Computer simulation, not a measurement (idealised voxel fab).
This is a process module. Its name is voxel self aligned vias.
Pictured: cross-section cut, 220 nm wide, on a grid of 5 nm square cells.
In this document a cross-section is written as a grid of square cells. It is given as a series of bands, listed from the top down, and a band is one or more rows of cells.
Band entry format. Leading values: height of top, height of bottom, nm. Remainder: materials in left-to-right order, each with its width in nm. Special words: "throughout" on a single material, which then fills the band edge to edge; "blank", empty space.
The reference from which all heights are counted is 0, the level beneath which the as-received wafer is entirely one material; the lowest band, having no lower bound, proceeds downward and is written after the example "z 0 and below".
Read "30->40" as a graded width: first number on top, second number at the bottom, same change between each pair of neighbouring rows.
You'll sometimes find "nothing different" written for a step, and that's the way of saying that nowhere in the cross-section did a cell change during that step.
Any empty space of 8 cells or more lacking an open way to the top shows up in "Fully enclosed voids" as width x height at distance, distance from the left edge, in nm.
That trailing text on a step's line, after the settings, is the simulator's own remark on the step.
"overlay nm", when on a step's line for a step with a mask, measures how far to the right of its planned place the mask lay; a negative measure means to the left.
Intended process steps:
1. RECEIVE: material Si
2. CONFORMAL_DEP: material SiO2, thk nm 10
3. CONFORMAL_DEP: material SiCN, thk nm 5
4. DIRECTIONAL_DEP: material SiO2, thk nm 20
5. MASKED_ETCH: tone open, mask id LINES, width nm 25, pitch nm 65, etch materials SiO2, depth nm 20, overlay nm 0
6. CONFORMAL_DEP: material TiN, thk nm 5
7. FILL_DEP: material W, thk nm 10
8. CMP: height nm 35
9. SELECTIVE_ETCH: etch materials W Ru TiN, depth nm 5
10. FILL_DEP: material SiN, thk nm 5
11. CMP: height nm 35
12. DIRECTIONAL_DEP: material SiO2, thk nm 15
13. MASKED_ETCH: tone open, mask id VIAS, width nm 35, etch materials SiO2, depth nm 15, overlay nm 0
14. MASKED_ETCH: tone open, mask id VIAS, width nm 35, etch materials SiN, depth nm 5, overlay nm 0
15. CONFORMAL_DEP: material TiN, thk nm 5
16. FILL_DEP: material Cu, thk nm 5
17. CMP: height nm 50
18. CONFORMAL_DEP: material SiCN, thk nm 5
Of two wafers, the first: run according to plan:
Here's what the wafer looked like in cross-section when it arrived - that's after step 1:
  z 0 and below | Si throughout
  Fully enclosed voids: none
State of the wafer after step 2, shown in cross-section:
  z 10 to 0 | SiO2 throughout
  Beneath the level 0, the cross-section is identical to its previous state.
State of the wafer after step 3, shown in cross-section:
  z 15 to 10 | SiCN throughout
  Beneath the level 10, the cross-section is identical to its previous state.
State of the wafer after step 4, shown in cross-section:
  z 35 to 15 | SiO2 throughout
  Beneath the level 15, the cross-section is identical to its previous state.
State of the wafer after step 5, shown in cross-section:
  z 35 to 15 | 65 nm SiO2  25 nm blank  40 nm SiO2  25 nm blank  65 nm SiO2
  Beneath the level 15, the cross-section is identical to its previous state.
State of the wafer after step 6, shown in cross-section:
  z 40 to 35 | 70 nm TiN  15 nm blank  50 nm TiN  15 nm blank  70 nm TiN
  z 35 to 20 | 65 nm SiO2  5 nm TiN  15 nm blank  5 nm TiN  40 nm SiO2  5 nm TiN  15 nm blank  5 nm TiN  65 nm SiO2
  z 20 to 15 | 65 nm SiO2  25 nm TiN  40 nm SiO2  25 nm TiN  65 nm SiO2
  Beneath the level 15, the cross-section is identical to its previous state.
State of the wafer after step 7, shown in cross-section:
  z 50 to 40 | W throughout
  z 40 to 35 | 70 nm TiN  15 nm W  50 nm TiN  15 nm W  70 nm TiN
  z 35 to 20 | 65 nm SiO2  5 nm TiN  15 nm W  5 nm TiN  40 nm SiO2  5 nm TiN  15 nm W  5 nm TiN  65 nm SiO2
  Beneath the level 20, the cross-section is identical to its previous state.
State of the wafer after step 8, shown in cross-section:
  z 35 to 20 | 65 nm SiO2  5 nm TiN  15 nm W  5 nm TiN  40 nm SiO2  5 nm TiN  15 nm W  5 nm TiN  65 nm SiO2
  Beneath the level 20, the cross-section is identical to its previous state.
State of the wafer after step 9, shown in cross-section:
  z 35 to 30 | 65 nm SiO2  25 nm blank  40 nm SiO2  25 nm blank  65 nm SiO2
  Beneath the level 30, the cross-section is identical to its previous state.
State of the wafer after step 10, shown in cross-section:
  z 40 to 35 | SiN throughout
  z 35 to 30 | 65 nm SiO2  25 nm SiN  40 nm SiO2  25 nm SiN  65 nm SiO2
  Beneath the level 30, the cross-section is identical to its previous state.
State of the wafer after step 11, shown in cross-section:
  z 35 to 30 | 65 nm SiO2  25 nm SiN  40 nm SiO2  25 nm SiN  65 nm SiO2
  Beneath the level 30, the cross-section is identical to its previous state.
State of the wafer after step 12, shown in cross-section:
  z 50 to 35 | SiO2 throughout
  Beneath the level 35, the cross-section is identical to its previous state.
State of the wafer after step 13, shown in cross-section:
  z 50 to 35 | 60 nm SiO2  35 nm blank  125 nm SiO2
  Beneath the level 35, the cross-section is identical to its previous state.
State of the wafer after step 14, shown in cross-section:
  z 50 to 35 | 60 nm SiO2  35 nm blank  125 nm SiO2
  z 35 to 30 | 65 nm SiO2  25 nm blank  40 nm SiO2  25 nm SiN  65 nm SiO2
  Beneath the level 30, the cross-section is identical to its previous state.
State of the wafer after step 15, shown in cross-section:
  z 55 to 50 | 65 nm TiN  25 nm blank  130 nm TiN
  z 50 to 40 | 60 nm SiO2  5 nm TiN  25 nm blank  5 nm TiN  125 nm SiO2
  z 40 to 35 | 60 nm SiO2  10 nm TiN  15 nm blank  10 nm TiN  125 nm SiO2
  z 35 to 30 | 65 nm SiO2  25 nm TiN  40 nm SiO2  25 nm SiN  65 nm SiO2
  Beneath the level 30, the cross-section is identical to its previous state.
State of the wafer after step 16, shown in cross-section:
  z 60 to 55 | Cu throughout
  z 55 to 50 | 65 nm TiN  25 nm Cu  130 nm TiN
  z 50 to 40 | 60 nm SiO2  5 nm TiN  25 nm Cu  5 nm TiN  125 nm SiO2
  z 40 to 35 | 60 nm SiO2  10 nm TiN  15 nm Cu  10 nm TiN  125 nm SiO2
  Beneath the level 35, the cross-section is identical to its previous state.
State of the wafer after step 17, shown in cross-section:
  z 50 to 40 | 60 nm SiO2  5 nm TiN  25 nm Cu  5 nm TiN  125 nm SiO2
  Beneath the level 40, the cross-section is identical to its previous state.
State of the wafer after step 18, shown in cross-section:
  z 55 to 50 | SiCN throughout
  Beneath the level 50, the cross-section is identical to its previous state.
Okay, second wafer. Nothing different at the start, nothing different in the plan, just one mistake somewhere in the running. As far as step 11, counting that step, it's the first wafer all over again:
Cross-section of the second wafer at the time step 12 of the plan should have ended:
  z 45 to 35 | SiO2 throughout
  Beneath the level 35, the cross-section is identical to its previous state.
Cross-section of the second wafer at the time step 13 of the plan should have ended:
  z 45 to 35 | 60 nm SiO2  35 nm blank  125 nm SiO2
  z 35 to 30 | 60 nm SiO2  5 nm blank  25 nm SiN  5 nm blank  35 nm SiO2  25 nm SiN  65 nm SiO2
  Beneath the level 30, the cross-section is identical to its previous state.
Cross-section of the second wafer at the time step 14 of the plan should have ended:
  z 45 to 35 | 60 nm SiO2  35 nm blank  125 nm SiO2
  z 35 to 30 | 60 nm SiO2  35 nm blank  35 nm SiO2  25 nm SiN  65 nm SiO2
  Beneath the level 30, the cross-section is identical to its previous state.
Cross-section of the second wafer at the time step 15 of the plan should have ended:
  z 50 to 45 | 65 nm TiN  25 nm blank  130 nm TiN
  z 45 to 35 | 60 nm SiO2  5 nm TiN  25 nm blank  5 nm TiN  125 nm SiO2
  z 35 to 30 | 60 nm SiO2  35 nm TiN  35 nm SiO2  25 nm SiN  65 nm SiO2
  Beneath the level 30, the cross-section is identical to its previous state.
Cross-section of the second wafer at the time step 16 of the plan should have ended:
  z 55 to 50 | Cu throughout
  z 50 to 45 | 65 nm TiN  25 nm Cu  130 nm TiN
  z 45 to 35 | 60 nm SiO2  5 nm TiN  25 nm Cu  5 nm TiN  125 nm SiO2
  Beneath the level 35, the cross-section is identical to its previous state.
Cross-section of the second wafer at the time step 17 of the plan should have ended:
  z 50 to 45 | 65 nm TiN  25 nm Cu  130 nm TiN
  Beneath the level 45, the cross-section is identical to its previous state.
Cross-section of the second wafer at the time step 18 of the plan should have ended:
  z 55 to 50 | SiCN throughout
  Beneath the level 50, the cross-section is identical to its previous state.
Plan not followed: step 12 ran as: DIRECTIONAL_DEP: material SiO2, thk nm 10
In the final state, the cell counts of the second wafer exceed or fall short of those of the first for the following materials: +2 Cu; -39 SiO2; +37 TiN
